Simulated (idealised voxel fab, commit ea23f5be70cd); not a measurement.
You're looking at the process module voxel transistor to metal.
This is section cut - it's 205 nm across, gridded in 5 nm square cells.
Bands, listed from the top down, are how a cross-section gets written in this document; the cross-section itself is a grid of square cells, and a band is one or more rows of them. In this notation a band is specified by the heights of its top and bottom, in that order and in nm, after which its materials appear from left to right, each paired with its width in nm. The word "all across" attached to a single material means that material fills the band from edge to edge; the word "empty" stands for empty space. Heights are measured from 0, the level below which the as-received wafer is all one material; the lowest band has no bottom and continues downward, written as in "0 -> down". Think of "30->40" as a width that walks from the first number to the second as you go down the band, top row to bottom row, taking equal-sized steps from row to row. "remained unchanged" -> step changed no cross-section cell. Empty spaces counting at least 8 cells and having no open way to the top are listed in "Enclosed cavities". The notation width x height at distance is used for each, the distance being from the left edge and all three values in nm. Step line, after settings: the simulator's comment on this step. On any step carrying a mask, the "overlay nm" setting, if present on the step's line, tells how far right of its planned place the mask lay; negative values point to the left.
Listed below are the process steps as planned:
step 1: RECEIVE (material Si)
step 2: CONFORMAL_DEP (material SiO2; thk nm 5)
step 3: CONFORMAL_DEP (material SiN; thk nm 15)
step 4: MASKED_ETCH (tone cover; mask id ACTIVE; width nm 115; etch materials SiN; depth nm 15; overlay nm 0)
step 5: MASKED_ETCH (tone cover; mask id ACTIVE; width nm 115; etch materials SiO2; depth nm 5; overlay nm 0)
step 6: MASKED_ETCH (tone cover; mask id ACTIVE; width nm 115; etch materials Si; depth nm 30; overlay nm 0)
step 7: OXIDIZE (depth nm 5)
step 8: FILL_DEP (material SiO2; thk nm 15)
step 9: CMP (height nm 20)
step 10: SELECTIVE_ETCH (etch materials SiO2; depth nm 5)
step 11: STRIP (etch materials SiN)
step 12: SELECTIVE_ETCH (etch materials SiO2; depth nm 5)
step 13: OXIDIZE (depth nm 5)
step 14: DIRECTIONAL_DEP (material polySi; thk nm 30)
step 15: DIRECTIONAL_DEP (material SiCN; thk nm 10)
step 16: MASKED_ETCH (tone cover; mask id GATE; width nm 25; etch materials SiCN; depth nm 20; overlay nm 0)
step 17: MASKED_ETCH (tone cover; mask id GATE; width nm 25; etch materials polySi; depth nm 40; overlay nm 0)
step 18: CONFORMAL_DEP (material SiN; thk nm 10)
step 19: DIRECTIONAL_ETCH (etch materials SiN; depth nm 10)
step 20: DIRECTIONAL_ETCH (etch materials SiO2; depth nm 5)
step 21: DIRECTIONAL_ETCH (etch materials Si; depth nm 5)
step 22: EPI (material SiGe; thk nm 5)
step 23: FILL_DEP (material SiO2; thk nm 5)
step 24: CMP (height nm 40)
step 25: DIRECTIONAL_DEP (material SiO2; thk nm 15)
step 26: DIRECTIONAL_DEP (material aC; thk nm 10)
step 27: PATTERN (tone open; mask id CONTACT; material resist; width nm 20; pitch nm 85; thk nm 30; overlay nm 0)
step 28: DIRECTIONAL_ETCH (etch materials aC; depth nm 10)
step 29: STRIP (etch materials resist)
step 30: DIRECTIONAL_ETCH (etch materials SiO2; depth nm 60)
step 31: STRIP (etch materials aC)
step 32: CONFORMAL_DEP (material TiN; thk nm 5)
step 33: FILL_DEP (material W; thk nm 5)
step 34: CMP (height nm 55)
step 35: DIRECTIONAL_DEP (material TiN; thk nm 5)
step 36: DIRECTIONAL_DEP (material W; thk nm 25)
step 37: MASKED_ETCH (tone cover; mask id METAL_1; width nm 20; pitch nm 85; etch materials W; depth nm 25; overlay nm 0)
step 38: MASKED_ETCH (tone cover; mask id METAL_1; width nm 20; pitch nm 85; etch materials TiN; depth nm 5; overlay nm 0)
step 39: FILL_DEP (material lowk; thk nm 10)
step 40: CMP (height nm 85)
step 41: CONFORMAL_DEP (material SiCN; thk nm 5)
step 42: DIRECTIONAL_DEP (material SiO2; thk nm 25)
step 43: DIRECTIONAL_DEP (material aC; thk nm 15)
step 44: PATTERN (tone open; mask id METAL_2; material resist; width nm 20; pitch nm 85; thk nm 30; overlay nm 0)
step 45: DIRECTIONAL_ETCH (etch materials aC; depth nm 15)
step 46: STRIP (etch materials resist)
step 47: DIRECTIONAL_ETCH (etch materials SiO2; depth nm 15)
step 48: STRIP (etch materials aC)
step 49: DIRECTIONAL_DEP (material aC; thk nm 15)
step 50: PATTERN (tone open; mask id METAL_2_HOLES; material resist; width nm 15; pitch nm 85; thk nm 30; overlay nm 0)
step 51: DIRECTIONAL_ETCH (etch materials aC; depth nm 15)
step 52: STRIP (etch materials resist)
step 53: DIRECTIONAL_ETCH (etch materials SiO2; depth nm 10)
step 54: DIRECTIONAL_ETCH (etch materials SiCN; depth nm 5)
step 55: STRIP (etch materials aC)
step 56: CONFORMAL_DEP (material TiN; thk nm 5)
step 57: FILL_DEP (material Ru; thk nm 10)
step 58: CMP (height nm 115)
step 59: CONFORMAL_DEP (material SiCN; thk nm 5)
This is the cross-section of the wafer as we received it, i.e. after step 1:
0 -> down | Si all across
Enclosed cavities: none
Result of the module, cross-sectioned: start per above, plan per above, one error in how it was run:
120 -> 115 | SiCN all across
115 -> 105 | SiO2 50 nm | TiN 5 nm | Ru 10 nm | TiN 5 nm | SiO2 65 nm | TiN 5 nm | Ru 10 nm | TiN 5 nm | SiO2 50 nm
105 -> 100 | SiO2 50 nm | TiN 5 nm | Ru 5 nm | TiN 10 nm | SiO2 65 nm | TiN 5 nm | Ru 5 nm | TiN 10 nm | SiO2 50 nm
100 -> 90 | SiO2 50 nm | TiN 5 nm | Ru 5 nm | TiN 5 nm | SiO2 70 nm | TiN 5 nm | Ru 5 nm | TiN 5 nm | SiO2 55 nm
90 -> 85 | SiCN 50 nm | TiN 15 nm | SiCN 70 nm | TiN 15 nm | SiCN 55 nm
85 -> 60 | lowk 50 nm | W 20 nm | lowk 65 nm | W 20 nm | lowk 50 nm
60 -> 55 | lowk 50 nm | TiN 20 nm | lowk 65 nm | TiN 20 nm | lowk 50 nm
55 -> 40 | SiO2 50 nm | TiN 5 nm | W 10 nm | TiN 5 nm | SiO2 65 nm | TiN 5 nm | W 10 nm | TiN 5 nm | SiO2 50 nm
40 -> 30 | SiO2 50 nm | TiN 5 nm | W 10 nm | TiN 5 nm | SiO2 10 nm | SiN 10 nm | SiCN 25 nm | SiN 10 nm | SiO2 10 nm | TiN 5 nm | W 10 nm | TiN 5 nm | SiO2 50 nm
30 -> 10 | SiO2 50 nm | TiN 5 nm | W 10 nm | TiN 5 nm | SiO2 10 nm | SiN 10 nm | polySi 25 nm | SiN 10 nm | SiO2 10 nm | TiN 5 nm | W 10 nm | TiN 5 nm | SiO2 50 nm
10 -> 0 | SiO2 40 nm | SiN 10 nm | TiN 5 nm | W 10 nm | TiN 5 nm | SiO2 10 nm | SiN 10 nm | polySi 25 nm | SiN 10 nm | SiO2 10 nm | TiN 5 nm | W 10 nm | TiN 5 nm | SiN 10 nm | SiO2 40 nm
0 -> -5 | SiO2 40 nm | SiN 10 nm | TiN 20 nm | SiO2 5 nm | SiGe 5 nm | SiO2 45 nm | SiGe 5 nm | SiO2 5 nm | TiN 20 nm | SiN 10 nm | SiO2 40 nm
-5 -> -10 | SiO2 55 nm | SiGe 25 nm | Si 45 nm | SiGe 25 nm | SiO2 55 nm
-10 -> -35 | SiO2 50 nm | Si 105 nm | SiO2 50 nm
-35 -> down | Si all across
Enclosed cavities: none
Deviation from plan: the plan's step 2 went unexecuted, having been skipped
